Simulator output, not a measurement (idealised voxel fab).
process module | voxel self aligned vias
cross-section cut | 165 nm wide | cells 5 nm
A cross-section is a grid of square cells, given in bands from the top down. A band is one or more rows of cells.
Each band's line starts with the height of the band's top and of its bottom, in nm. Then come its materials from left to right, each with its width in nm. One material with "throughout" fills the band from edge to edge. "air" is empty space.
Height 0 is the level under which the wafer as received is all one material. The lowest band goes on downwards, as in "0 down".
A width such as "30 to 40" changes by the same amount from each row of cells to the next, from the band's top row to its bottom row.
"no change" after a step means that no cell of the cross-section changed.
closed voids: empty space of 8 cells or more with no open way to the top, each as width x height at its distance from the left edge, in nm
after a step's settings: what the simulator itself notes on the step
overlay nm, on a step with a mask: how far to the right of its planned place the mask lay; to the left if negative
Each pair below shows a cross-section before one step and the cross-section after it, down to the lowest band that changed. The line under each pair gives the step between them, with its settings. The pairs can come from different runs of this module on the same starting wafer, so a pair continues from the pair above only where its "before" says so.
before
  0 down: Si throughout
  closed voids: none
after
  10 to 0: SiO2 throughout
  below 0: unchanged
  closed voids: none
the step between: op CONFORMAL_DEP | material SiO2 | thk nm 10
before: the cross-section after the pair above
after
  15 to 10: SiCN throughout
  below 10: unchanged
  closed voids: none
the step between: op CONFORMAL_DEP | material SiCN | thk nm 5
before: the cross-section after the pair above
after
  40 to 15: lowk throughout
  below 15: unchanged
  closed voids: none
the step between: op DIRECTIONAL_DEP | material lowk | thk nm 25
before: the cross-section after the pair above
after
  55 to 40: resist 35 | air 20 | resist 50 | air 20 | resist 40
  below 40: unchanged
  closed voids: none
the step between: op PATTERN | tone open | mask id LINES | material resist | width nm 20 | pitch nm 70 | thk nm 15 | overlay nm 0
before: the cross-section after the pair above
after
  55 to 40: resist 35 | air 20 | resist 50 | air 20 | resist 40
  40 to 15: lowk 35 | air 20 | lowk 50 | air 20 | lowk 40
  below 15: unchanged
  closed voids: none
the step between: op DIRECTIONAL_ETCH | etch materials lowk | depth nm 25
before: the cross-section after the pair above
after
  40 to 15: lowk 35 | air 20 | lowk 50 | air 20 | lowk 40
  below 15: unchanged
  closed voids: none
the step between: op STRIP | etch materials resist
before: the cross-section after the pair above
after
  45 to 40: TiN 40 | air 10 | TiN 60 | air 10 | TiN 45
  40 to 20: lowk 35 | TiN 5 | air 10 | TiN 5 | lowk 50 | TiN 5 | air 10 | TiN 5 | lowk 40
  20 to 15: lowk 35 | TiN 20 | lowk 50 | TiN 20 | lowk 40
  below 15: unchanged
  closed voids: none
the step between: op CONFORMAL_DEP | material TiN | thk nm 5
before: the cross-section after the pair above
after
  55 to 45: Ru throughout
  45 to 40: TiN 40 | Ru 10 | TiN 60 | Ru 10 | TiN 45
  40 to 20: lowk 35 | TiN 5 | Ru 10 | TiN 5 | lowk 50 | TiN 5 | Ru 10 | TiN 5 | lowk 40
  below 20: unchanged
  closed voids: none
the step between: op FILL_DEP | material Ru | thk nm 10
before: the cross-section after the pair above
after
  40 to 20: lowk 35 | TiN 5 | Ru 10 | TiN 5 | lowk 50 | TiN 5 | Ru 10 | TiN 5 | lowk 40
  below 20: unchanged
  closed voids: none
the step between: op CMP | height nm 40
before: the cross-section after the pair above
after
  40 to 30: lowk 35 | air 20 | lowk 50 | air 20 | lowk 40
  below 30: unchanged
  closed voids: none
the step between: op SELECTIVE_ETCH | etch materials W Ru TiN | depth nm 10
before: the cross-section after the pair above
after
  50 to 40: SiN throughout
  40 to 30: lowk 35 | SiN 20 | lowk 50 | SiN 20 | lowk 40
  below 30: unchanged
  closed voids: none
the step between: op FILL_DEP | material SiN | thk nm 10
before: the cross-section after the pair above
after
  40 to 30: lowk 35 | SiN 20 | lowk 50 | SiN 20 | lowk 40
  below 30: unchanged
  closed voids: none
the step between: op CMP | height nm 40
before: the cross-section after the pair above
after
  60 to 40: lowk throughout
  below 40: unchanged
  closed voids: none
the step between: op DIRECTIONAL_DEP | material lowk | thk nm 20
before: the cross-section after the pair above
after
  60 to 40: lowk 25 | air 40 | lowk 100
  below 40: unchanged
  closed voids: none
the step between: op MASKED_ETCH | tone open | mask id VIAS | width nm 40 | etch materials lowk | depth nm 20 | overlay nm 0
before: the cross-section after the pair above
after
  60 to 40: lowk 25 | air 40 | lowk 100
  40 to 30: lowk 35 | air 20 | lowk 50 | SiN 20 | lowk 40
  below 30: unchanged
  closed voids: none
the step between: op MASKED_ETCH | tone open | mask id VIAS | width nm 40 | etch materials SiN | depth nm 10 | overlay nm 0
before: the cross-section after the pair above
after
  65 to 60: TiN 30 | air 30 | TiN 105
  60 to 45: lowk 25 | TiN 5 | air 30 | TiN 5 | lowk 100
  45 to 40: lowk 25 | TiN 15 | air 10 | TiN 15 | lowk 100
  40 to 35: lowk 35 | TiN 5 | air 10 | TiN 5 | lowk 50 | SiN 20 | lowk 40
  35 to 30: lowk 35 | TiN 20 | lowk 50 | SiN 20 | lowk 40
  below 30: unchanged
  closed voids: none
the step between: op CONFORMAL_DEP | material TiN | thk nm 5
before: the cross-section after the pair above
after
  70 to 65: Ru throughout
  65 to 60: TiN 30 | Ru 30 | TiN 105
  60 to 45: lowk 25 | TiN 5 | Ru 30 | TiN 5 | lowk 100
  45 to 40: lowk 25 | TiN 15 | Ru 10 | TiN 15 | lowk 100
  40 to 35: lowk 35 | TiN 5 | Ru 10 | TiN 5 | lowk 50 | SiN 20 | lowk 40
  below 35: unchanged
  closed voids: none
the step between: op FILL_DEP | material Ru | thk nm 5
before: the cross-section after the pair above
after
  60 to 45: lowk 25 | TiN 5 | Ru 30 | TiN 5 | lowk 100
  below 45: unchanged
  closed voids: none
the step between: op CMP | height nm 60
before: the cross-section after the pair above
after
  65 to 60: SiCN throughout
  below 60: unchanged
  closed voids: none
the step between: op CONFORMAL_DEP | material SiCN | thk nm 5
before
  0 down: Si throughout
  closed voids: none
after
  5 to 0: SiCN throughout
  below 0: unchanged
  closed voids: none
the step between: op CONFORMAL_DEP | material SiCN | thk nm 5
before: the cross-section after the pair above
after
  30 to 5: lowk throughout
  below 5: unchanged
  closed voids: none
the step between: op DIRECTIONAL_DEP | material lowk | thk nm 25
before: the cross-section after the pair above
after
  45 to 30: resist 35 | air 20 | resist 50 | air 20 | resist 40
  below 30: unchanged
  closed voids: none
the step between: op PATTERN | tone open | mask id LINES | material resist | width nm 20 | pitch nm 70 | thk nm 15 | overlay nm 0
before: the cross-section after the pair above
after
  45 to 30: resist 35 | air 20 | resist 50 | air 20 | resist 40
  30 to 5: lowk 35 | air 20 | lowk 50 | air 20 | lowk 40
  below 5: unchanged
  closed voids: none
the step between: op DIRECTIONAL_ETCH | etch materials lowk | depth nm 25
before: the cross-section after the pair above
after
  30 to 5: lowk 35 | air 20 | lowk 50 | air 20 | lowk 40
  below 5: unchanged
  closed voids: none
the step between: op STRIP | etch materials resist
before: the cross-section after the pair above
after
  35 to 30: TiN 40 | air 10 | TiN 60 | air 10 | TiN 45
  30 to 10: lowk 35 | TiN 5 | air 10 | TiN 5 | lowk 50 | TiN 5 | air 10 | TiN 5 | lowk 40
  10 to 5: lowk 35 | TiN 20 | lowk 50 | TiN 20 | lowk 40
  below 5: unchanged
  closed voids: none
the step between: op CONFORMAL_DEP | material TiN | thk nm 5
before: the cross-section after the pair above
after
  45 to 35: Ru throughout
  35 to 30: TiN 40 | Ru 10 | TiN 60 | Ru 10 | TiN 45
  30 to 10: lowk 35 | TiN 5 | Ru 10 | TiN 5 | lowk 50 | TiN 5 | Ru 10 | TiN 5 | lowk 40
  below 10: unchanged
  closed voids: none
the step between: op FILL_DEP | material Ru | thk nm 10
before: the cross-section after the pair above
after
  40 to 35: Ru throughout
  below 35: unchanged
  closed voids: none
the step between: op CMP | height nm 40
before: the cross-section after the pair above
after
  30 to 10: lowk 35 | TiN 5 | Ru 10 | TiN 5 | lowk 50 | TiN 5 | Ru 10 | TiN 5 | lowk 40
  below 10: unchanged
  closed voids: none
the step between: op SELECTIVE_ETCH | etch materials W Ru TiN | depth nm 10
before: the cross-section after the pair above
after
  40 to 30: SiN throughout
  below 30: unchanged
  closed voids: none
the step between: op FILL_DEP | material SiN | thk nm 10
before: the cross-section after the pair above
after
  60 to 40: lowk throughout
  below 40: unchanged
  closed voids: none
the step between: op DIRECTIONAL_DEP | material lowk | thk nm 20
before: the cross-section after the pair above
after
  60 to 40: lowk 25 | air 40 | lowk 100
  below 40: unchanged
  closed voids: none
the step between: op MASKED_ETCH | tone open | mask id VIAS | width nm 40 | etch materials lowk | depth nm 20 | overlay nm 0
before: the cross-section after the pair above
after
  60 to 40: lowk 25 | air 40 | lowk 100
  40 to 30: SiN 25 | air 40 | SiN 100
  below 30: unchanged
  closed voids: none
the step between: op MASKED_ETCH | tone open | mask id VIAS | width nm 40 | etch materials SiN | depth nm 10 | overlay nm 0
before: the cross-section after the pair above
after
  65 to 60: TiN 30 | air 30 | TiN 105
  60 to 40: lowk 25 | TiN 5 | air 30 | TiN 5 | lowk 100
  40 to 35: SiN 25 | TiN 5 | air 30 | TiN 5 | SiN 100
  35 to 30: SiN 25 | TiN 40 | SiN 100
  below 30: unchanged
  closed voids: none
the step between: op CONFORMAL_DEP | material TiN | thk nm 5
before: the cross-section after the pair above
after
  70 to 65: Ru throughout
  65 to 60: TiN 30 | Ru 30 | TiN 105
  60 to 40: lowk 25 | TiN 5 | Ru 30 | TiN 5 | lowk 100
  40 to 35: SiN 25 | TiN 5 | Ru 30 | TiN 5 | SiN 100
  below 35: unchanged
  closed voids: none
the step between: op FILL_DEP | material Ru | thk nm 5
before: the cross-section after the pair above
after
  60 to 40: lowk 25 | TiN 5 | Ru 30 | TiN 5 | lowk 100
  below 40: unchanged
  closed voids: none
the step between: op CMP | height nm 60
before: the cross-section after the pair above
after
  65 to 60: SiCN throughout
  below 60: unchanged
  closed voids: none
the step between: op CONFORMAL_DEP | material SiCN | thk nm 5
before
  60 to 40: lowk 25 | air 40 | lowk 100
  40 to 30: lowk 35 | SiN 20 | lowk 50 | SiN 20 | lowk 40
  30 to 20: lowk 35 | TiN 5 | Ru 10 | TiN 5 | lowk 50 | TiN 5 | Ru 10 | TiN 5 | lowk 40
  20 to 15: lowk 35 | TiN 20 | lowk 50 | TiN 20 | lowk 40
  15 to 10: SiCN throughout
  10 to 0: SiO2 throughout
  0 down: Si throughout
  closed voids: none
after
  60 to 40: lowk 25 | air 40 | lowk 100
  40 to 30: lowk 25 | air 10 | SiN 20 | air 10 | lowk 40 | SiN 20 | lowk 40
  30 to 20: lowk 25 | air 10 | TiN 5 | Ru 10 | TiN 5 | air 10 | lowk 40 | TiN 5 | Ru 10 | TiN 5 | lowk 40
  below 20: unchanged
  closed voids: none
the step between: op MASKED_ETCH | tone open | mask id VIAS | width nm 40 | etch materials lowk | depth nm 20 | overlay nm 0
before: the cross-section after the pair above
after
  60 to 40: lowk 25 | air 40 | lowk 100
  40 to 30: lowk 25 | air 40 | lowk 40 | SiN 20 | lowk 40
  below 30: unchanged
  closed voids: none
the step between: op MASKED_ETCH | tone open | mask id VIAS | width nm 40 | etch materials SiN | depth nm 10 | overlay nm 0
before: the cross-section after the pair above
after
  65 to 60: TiN 30 | air 30 | TiN 105
  60 to 40: lowk 25 | TiN 5 | air 30 | TiN 5 | lowk 100
  40 to 35: lowk 25 | TiN 5 | air 30 | TiN 5 | lowk 40 | SiN 20 | lowk 40
  35 to 30: lowk 25 | TiN 40 | lowk 40 | SiN 20 | lowk 40
  30 to 20: lowk 25 | TiN 15 | Ru 10 | TiN 15 | lowk 40 | TiN 5 | Ru 10 | TiN 5 | lowk 40
  below 20: unchanged
  closed voids: none
the step between: op CONFORMAL_DEP | material TiN | thk nm 5
before: the cross-section after the pair above
after
  70 to 65: Ru throughout
  65 to 60: TiN 30 | Ru 30 | TiN 105
  60 to 40: lowk 25 | TiN 5 | Ru 30 | TiN 5 | lowk 100
  40 to 35: lowk 25 | TiN 5 | Ru 30 | TiN 5 | lowk 40 | SiN 20 | lowk 40
  below 35: unchanged
  closed voids: none
the step between: op FILL_DEP | material Ru | thk nm 5
before: the cross-section after the pair above
after
  60 to 40: lowk 25 | TiN 5 | Ru 30 | TiN 5 | lowk 100
  below 40: unchanged
  closed voids: none
the step between: op CMP | height nm 60
before: the cross-section after the pair above
after
  65 to 60: SiCN throughout
  below 60: unchanged
  closed voids: none
the step between: op CONFORMAL_DEP | material SiCN | thk nm 5
before
  10 to 0: SiO2 throughout
  0 down: Si throughout
  closed voids: none
after
  35 to 10: lowk throughout
  below 10: unchanged
  closed voids: none
the step between: op DIRECTIONAL_DEP | material lowk | thk nm 25
before: the cross-section after the pair above
after
  40 to 35: SiCN throughout
  below 35: unchanged
  closed voids: none
the step between: op CONFORMAL_DEP | material SiCN | thk nm 5
before: the cross-section after the pair above
after
  55 to 40: resist 35 | air 20 | resist 50 | air 20 | resist 40
  below 40: unchanged
  closed voids: none
the step between: op PATTERN | tone open | mask id LINES | material resist | width nm 20 | pitch nm 70 | thk nm 15 | overlay nm 0
before: the cross-section after the pair above
after
  40 to 35: SiCN throughout
  below 35: unchanged
  closed voids: none
the step between: op STRIP | etch materials resist
before: the cross-section after the pair above
after
  45 to 40: TiN throughout
  below 40: unchanged
  closed voids: none
the step between: op CONFORMAL_DEP | material TiN | thk nm 5
before: the cross-section after the pair above
after
  55 to 45: Ru throughout
  below 45: unchanged
  closed voids: none
the step between: op FILL_DEP | material Ru | thk nm 10
before: the cross-section after the pair above
after
  40 to 35: SiCN throughout
  below 35: unchanged
  closed voids: none
the step between: op CMP | height nm 40
before: the cross-section after the pair above
after
  50 to 40: SiN throughout
  below 40: unchanged
  closed voids: none
the step between: op FILL_DEP | material SiN | thk nm 10
before: the cross-section after the pair above
after
  40 to 35: SiCN throughout
  below 35: unchanged
  closed voids: none
the step between: op CMP | height nm 40
before: the cross-section after the pair above
after
  60 to 40: lowk throughout
  below 40: unchanged
  closed voids: none
the step between: op DIRECTIONAL_DEP | material lowk | thk nm 20
before: the cross-section after the pair above
after
  60 to 40: lowk 25 | air 40 | lowk 100
  below 40: unchanged
  closed voids: none
the step between: op MASKED_ETCH | tone open | mask id VIAS | width nm 40 | etch materials lowk | depth nm 20 | overlay nm 0
before: the cross-section after the pair above
after
  65 to 60: TiN 30 | air 30 | TiN 105
  60 to 45: lowk 25 | TiN 5 | air 30 | TiN 5 | lowk 100
  45 to 40: lowk 25 | TiN 40 | lowk 100
  below 40: unchanged
  closed voids: none
the step between: op CONFORMAL_DEP | material TiN | thk nm 5
before: the cross-section after the pair above
after
  70 to 65: Ru throughout
  65 to 60: TiN 30 | Ru 30 | TiN 105
  60 to 45: lowk 25 | TiN 5 | Ru 30 | TiN 5 | lowk 100
  below 45: unchanged
  closed voids: none
the step between: op FILL_DEP | material Ru | thk nm 5
before: the cross-section after the pair above
after
  60 to 45: lowk 25 | TiN 5 | Ru 30 | TiN 5 | lowk 100
  below 45: unchanged
  closed voids: none
the step between: op CMP | height nm 60
before: the cross-section after the pair above
after
  65 to 60: SiCN throughout
  below 60: unchanged
  closed voids: none
the step between: op CONFORMAL_DEP | material SiCN | thk nm 5
before
  55 to 45: Ru throughout
  45 to 40: TiN 40 | Ru 10 | TiN 60 | Ru 10 | TiN 45
  40 to 20: lowk 35 | TiN 5 | Ru 10 | TiN 5 | lowk 50 | TiN 5 | Ru 10 | TiN 5 | lowk 40
  20 to 15: lowk 35 | TiN 20 | lowk 50 | TiN 20 | lowk 40
  15 to 10: SiCN throughout
  10 to 0: SiO2 throughout
  0 down: Si throughout
  closed voids: none
after
  30 to 20: lowk 35 | TiN 5 | Ru 10 | TiN 5 | lowk 50 | TiN 5 | Ru 10 | TiN 5 | lowk 40
  below 20: unchanged
  closed voids: none
the step between: op CMP | height nm 30
before: the cross-section after the pair above
after
  30 to 20: lowk 35 | air 20 | lowk 50 | air 20 | lowk 40
  below 20: unchanged
  closed voids: none
the step between: op SELECTIVE_ETCH | etch materials W Ru TiN | depth nm 10
before: the cross-section after the pair above
after
  40 to 30: SiN throughout
  30 to 20: lowk 35 | SiN 20 | lowk 50 | SiN 20 | lowk 40
  below 20: unchanged
  closed voids: none
the step between: op FILL_DEP | material SiN | thk nm 10
before: the cross-section after the pair above
after
  60 to 40: lowk throughout
  below 40: unchanged
  closed voids: none
the step between: op DIRECTIONAL_DEP | material lowk | thk nm 20
before: the cross-section after the pair above
after
  60 to 40: lowk 25 | air 40 | lowk 100
  below 40: unchanged
  closed voids: none
the step between: op MASKED_ETCH | tone open | mask id VIAS | width nm 40 | etch materials lowk | depth nm 20 | overlay nm 0
before: the cross-section after the pair above
after
  60 to 40: lowk 25 | air 40 | lowk 100
  40 to 30: SiN 25 | air 40 | SiN 100
  below 30: unchanged
  closed voids: none
the step between: op MASKED_ETCH | tone open | mask id VIAS | width nm 40 | etch materials SiN | depth nm 10 | overlay nm 0
before: the cross-section after the pair above
after
  65 to 60: TiN 30 | air 30 | TiN 105
  60 to 40: lowk 25 | TiN 5 | air 30 | TiN 5 | lowk 100
  40 to 35: SiN 25 | TiN 5 | air 30 | TiN 5 | SiN 100
  35 to 30: SiN 25 | TiN 40 | SiN 100
  below 30: unchanged
  closed voids: none
the step between: op CONFORMAL_DEP | material TiN | thk nm 5
before: the cross-section after the pair above
after
  70 to 65: Ru throughout
  65 to 60: TiN 30 | Ru 30 | TiN 105
  60 to 40: lowk 25 | TiN 5 | Ru 30 | TiN 5 | lowk 100
  40 to 35: SiN 25 | TiN 5 | Ru 30 | TiN 5 | SiN 100
  below 35: unchanged
  closed voids: none
the step between: op FILL_DEP | material Ru | thk nm 5
before: the cross-section after the pair above
after
  60 to 40: lowk 25 | TiN 5 | Ru 30 | TiN 5 | lowk 100
  below 40: unchanged
  closed voids: none
the step between: op CMP | height nm 60
before: the cross-section after the pair above
after
  65 to 60: SiCN throughout
  below 60: unchanged
  closed voids: none
the step between: op CONFORMAL_DEP | material SiCN | thk nm 5
before
  60 to 40: lowk throughout
  40 to 30: lowk 35 | SiN 20 | lowk 50 | SiN 20 | lowk 40
  30 to 20: lowk 35 | TiN 5 | Ru 10 | TiN 5 | lowk 50 | TiN 5 | Ru 10 | TiN 5 | lowk 40
  20 to 15: lowk 35 | TiN 20 | lowk 50 | TiN 20 | lowk 40
  15 to 10: SiCN throughout
  10 to 0: SiO2 throughout
  0 down: Si throughout
  closed voids: none
after
  60 to 40: lowk 20 | air 50 | lowk 95
  below 40: unchanged
  closed voids: none
the step between: op MASKED_ETCH | tone open | mask id VIAS | width nm 50 | etch materials lowk | depth nm 20 | overlay nm 0
before: the cross-section after the pair above
after
  60 to 40: lowk 20 | air 50 | lowk 95
  40 to 30: lowk 35 | air 20 | lowk 50 | SiN 20 | lowk 40
  below 30: unchanged
  closed voids: none
the step between: op MASKED_ETCH | tone open | mask id VIAS | width nm 40 | etch materials SiN | depth nm 10 | overlay nm 0
before: the cross-section after the pair above
after
  65 to 60: TiN 25 | air 40 | TiN 100
  60 to 45: lowk 20 | TiN 5 | air 40 | TiN 5 | lowk 95
  45 to 40: lowk 20 | TiN 20 | air 10 | TiN 20 | lowk 95
  40 to 35: lowk 35 | TiN 5 | air 10 | TiN 5 | lowk 50 | SiN 20 | lowk 40
  35 to 30: lowk 35 | TiN 20 | lowk 50 | SiN 20 | lowk 40
  below 30: unchanged
  closed voids: none
the step between: op CONFORMAL_DEP | material TiN | thk nm 5
before: the cross-section after the pair above
after
  70 to 65: Ru throughout
  65 to 60: TiN 25 | Ru 40 | TiN 100
  60 to 45: lowk 20 | TiN 5 | Ru 40 | TiN 5 | lowk 95
  45 to 40: lowk 20 | TiN 20 | Ru 10 | TiN 20 | lowk 95
  40 to 35: lowk 35 | TiN 5 | Ru 10 | TiN 5 | lowk 50 | SiN 20 | lowk 40
  below 35: unchanged
  closed voids: none
the step between: op FILL_DEP | material Ru | thk nm 5
before: the cross-section after the pair above
after
  60 to 45: lowk 20 | TiN 5 | Ru 40 | TiN 5 | lowk 95
  below 45: unchanged
  closed voids: none
the step between: op CMP | height nm 60
before: the cross-section after the pair above
after
  65 to 60: SiCN throughout
  below 60: unchanged
  closed voids: none
the step between: op CONFORMAL_DEP | material SiCN | thk nm 5
before
  40 to 15: lowk throughout
  15 to 10: SiCN throughout
  10 to 0: SiO2 throughout
  0 down: Si throughout
  closed voids: none
after
  55 to 40: resist 45 | air 20 | resist 50 | air 20 | resist 30
  below 40: unchanged
  closed voids: none
the step between: op PATTERN | tone open | mask id LINES | material resist | width nm 20 | pitch nm 70 | thk nm 15 | overlay nm 10
before: the cross-section after the pair above
after
  55 to 40: resist 45 | air 20 | resist 50 | air 20 | resist 30
  40 to 15: lowk 45 | air 20 | lowk 50 | air 20 | lowk 30
  below 15: unchanged
  closed voids: none
the step between: op DIRECTIONAL_ETCH | etch materials lowk | depth nm 25
before: the cross-section after the pair above
after
  40 to 15: lowk 45 | air 20 | lowk 50 | air 20 | lowk 30
  below 15: unchanged
  closed voids: none
the step between: op STRIP | etch materials resist
before: the cross-section after the pair above
after
  45 to 40: TiN 50 | air 10 | TiN 60 | air 10 | TiN 35
  40 to 20: lowk 45 | TiN 5 | air 10 | TiN 5 | lowk 50 | TiN 5 | air 10 | TiN 5 | lowk 30
  20 to 15: lowk 45 | TiN 20 | lowk 50 | TiN 20 | lowk 30
  below 15: unchanged
  closed voids: none
the step between: op CONFORMAL_DEP | material TiN | thk nm 5
before: the cross-section after the pair above
after
  55 to 45: Ru throughout
  45 to 40: TiN 50 | Ru 10 | TiN 60 | Ru 10 | TiN 35
  40 to 20: lowk 45 | TiN 5 | Ru 10 | TiN 5 | lowk 50 | TiN 5 | Ru 10 | TiN 5 | lowk 30
  below 20: unchanged
  closed voids: none
the step between: op FILL_DEP | material Ru | thk nm 10
before: the cross-section after the pair above
after
  40 to 20: lowk 45 | TiN 5 | Ru 10 | TiN 5 | lowk 50 | TiN 5 | Ru 10 | TiN 5 | lowk 30
  below 20: unchanged
  closed voids: none
the step between: op CMP | height nm 40
before: the cross-section after the pair above
after
  40 to 30: lowk 45 | air 20 | lowk 50 | air 20 | lowk 30
  below 30: unchanged
  closed voids: none
the step between: op SELECTIVE_ETCH | etch materials W Ru TiN | depth nm 10
before: the cross-section after the pair above
after
  50 to 40: SiN throughout
  40 to 30: lowk 45 | SiN 20 | lowk 50 | SiN 20 | lowk 30
  below 30: unchanged
  closed voids: none
the step between: op FILL_DEP | material SiN | thk nm 10
before: the cross-section after the pair above
after
  40 to 30: lowk 45 | SiN 20 | lowk 50 | SiN 20 | lowk 30
  below 30: unchanged
  closed voids: none
the step between: op CMP | height nm 40
before: the cross-section after the pair above
after
  60 to 40: lowk throughout
  below 40: unchanged
  closed voids: none
the step between: op DIRECTIONAL_DEP | material lowk | thk nm 20
before: the cross-section after the pair above
after
  60 to 40: lowk 25 | air 40 | lowk 100
  below 40: unchanged
  closed voids: none
the step between: op MASKED_ETCH | tone open | mask id VIAS | width nm 40 | etch materials lowk | depth nm 20 | overlay nm 0
before: the cross-section after the pair above
after
  60 to 40: lowk 25 | air 40 | lowk 100
  40 to 30: lowk 45 | air 20 | lowk 50 | SiN 20 | lowk 30
  below 30: unchanged
  closed voids: none
the step between: op MASKED_ETCH | tone open | mask id VIAS | width nm 40 | etch materials SiN | depth nm 10 | overlay nm 0
before: the cross-section after the pair above
after
  65 to 60: TiN 30 | air 30 | TiN 105
  60 to 45: lowk 25 | TiN 5 | air 30 | TiN 5 | lowk 100
  45 to 40: lowk 25 | TiN 25 | air 10 | TiN 5 | lowk 100
  40 to 35: lowk 45 | TiN 5 | air 10 | TiN 5 | lowk 50 | SiN 20 | lowk 30
  35 to 30: lowk 45 | TiN 20 | lowk 50 | SiN 20 | lowk 30
  below 30: unchanged
  closed voids: none
the step between: op CONFORMAL_DEP | material TiN | thk nm 5
before: the cross-section after the pair above
after
  70 to 65: Ru throughout
  65 to 60: TiN 30 | Ru 30 | TiN 105
  60 to 45: lowk 25 | TiN 5 | Ru 30 | TiN 5 | lowk 100
  45 to 40: lowk 25 | TiN 25 | Ru 10 | TiN 5 | lowk 100
  40 to 35: lowk 45 | TiN 5 | Ru 10 | TiN 5 | lowk 50 | SiN 20 | lowk 30
  below 35: unchanged
  closed voids: none
the step between: op FILL_DEP | material Ru | thk nm 5
before: the cross-section after the pair above
after
  60 to 45: lowk 25 | TiN 5 | Ru 30 | TiN 5 | lowk 100
  below 45: unchanged
  closed voids: none
the step between: op CMP | height nm 60
before: the cross-section after the pair above
after
  65 to 60: SiCN throughout
  below 60: unchanged
  closed voids: none
the step between: op CONFORMAL_DEP | material SiCN | thk nm 5
before
  40 to 30: lowk 35 | air 20 | lowk 50 | air 20 | lowk 40
  30 to 20: lowk 35 | TiN 5 | Ru 10 | TiN 5 | lowk 50 | TiN 5 | Ru 10 | TiN 5 | lowk 40
  20 to 15: lowk 35 | TiN 20 | lowk 50 | TiN 20 | lowk 40
  15 to 10: SiCN throughout
  10 to 0: SiO2 throughout
  0 down: Si throughout
  closed voids: none
after
  50 to 40: SiO2 throughout
  40 to 30: lowk 35 | SiO2 20 | lowk 50 | SiO2 20 | lowk 40
  below 30: unchanged
  closed voids: none
the step between: op FILL_DEP | material SiO2 | thk nm 10
before: the cross-section after the pair above
after
  40 to 30: lowk 35 | SiO2 20 | lowk 50 | SiO2 20 | lowk 40
  below 30: unchanged
  closed voids: none
the step between: op CMP | height nm 40
before: the cross-section after the pair above
after
  60 to 40: lowk throughout
  below 40: unchanged
  closed voids: none
the step between: op DIRECTIONAL_DEP | material lowk | thk nm 20
before: the cross-section after the pair above
after
  60 to 40: lowk 25 | air 40 | lowk 100
  below 40: unchanged
  closed voids: none
the step between: op MASKED_ETCH | tone open | mask id VIAS | width nm 40 | etch materials lowk | depth nm 20 | overlay nm 0
before: the cross-section after the pair above
after
  65 to 60: TiN 30 | air 30 | TiN 105
  60 to 45: lowk 25 | TiN 5 | air 30 | TiN 5 | lowk 100
  45 to 40: lowk 25 | TiN 40 | lowk 100
  below 40: unchanged
  closed voids: none
the step between: op CONFORMAL_DEP | material TiN | thk nm 5
before: the cross-section after the pair above
after
  70 to 65: Ru throughout
  65 to 60: TiN 30 | Ru 30 | TiN 105
  60 to 45: lowk 25 | TiN 5 | Ru 30 | TiN 5 | lowk 100
  below 45: unchanged
  closed voids: none
the step between: op FILL_DEP | material Ru | thk nm 5
before: the cross-section after the pair above
after
  60 to 45: lowk 25 | TiN 5 | Ru 30 | TiN 5 | lowk 100
  below 45: unchanged
  closed voids: none
the step between: op CMP | height nm 60
before: the cross-section after the pair above
after
  65 to 60: SiCN throughout
  below 60: unchanged
  closed voids: none
the step between: op CONFORMAL_DEP | material SiCN | thk nm 5
before
  60 to 40: lowk throughout
  40 to 30: lowk 35 | SiN 20 | lowk 50 | SiN 20 | lowk 40
  30 to 20: lowk 35 | TiN 5 | Ru 10 | TiN 5 | lowk 50 | TiN 5 | Ru 10 | TiN 5 | lowk 40
  20 to 15: lowk 35 | TiN 20 | lowk 50 | TiN 20 | lowk 40
  15 to 10: SiCN throughout
  10 to 0: SiO2 throughout
  0 down: Si throughout
  closed voids: none
after
  60 to 40: air 25 | lowk 40 | air 100
  below 40: unchanged
  closed voids: none
the step between: op MASKED_ETCH | tone cover | mask id VIAS | width nm 40 | etch materials lowk | depth nm 20 | overlay nm 0
before: the cross-section after the pair above
after
  65 to 60: air 20 | TiN 50 | air 95
  60 to 45: air 20 | TiN 5 | lowk 40 | TiN 5 | air 95
  45 to 40: TiN 25 | lowk 40 | TiN 100
  below 40: unchanged
  closed voids: none
the step between: op CONFORMAL_DEP | material TiN | thk nm 5
before: the cross-section after the pair above
after
  70 to 65: Ru throughout
  65 to 60: Ru 20 | TiN 50 | Ru 95
  60 to 45: Ru 20 | TiN 5 | lowk 40 | TiN 5 | Ru 95
  below 45: unchanged
  closed voids: none
the step between: op FILL_DEP | material Ru | thk nm 5
before: the cross-section after the pair above
after
  60 to 45: Ru 20 | TiN 5 | lowk 40 | TiN 5 | Ru 95
  below 45: unchanged
  closed voids: none
the step between: op CMP | height nm 60
before: the cross-section after the pair above
after
  65 to 60: SiCN throughout
  below 60: unchanged
  closed voids: none
the step between: op CONFORMAL_DEP | material SiCN | thk nm 5
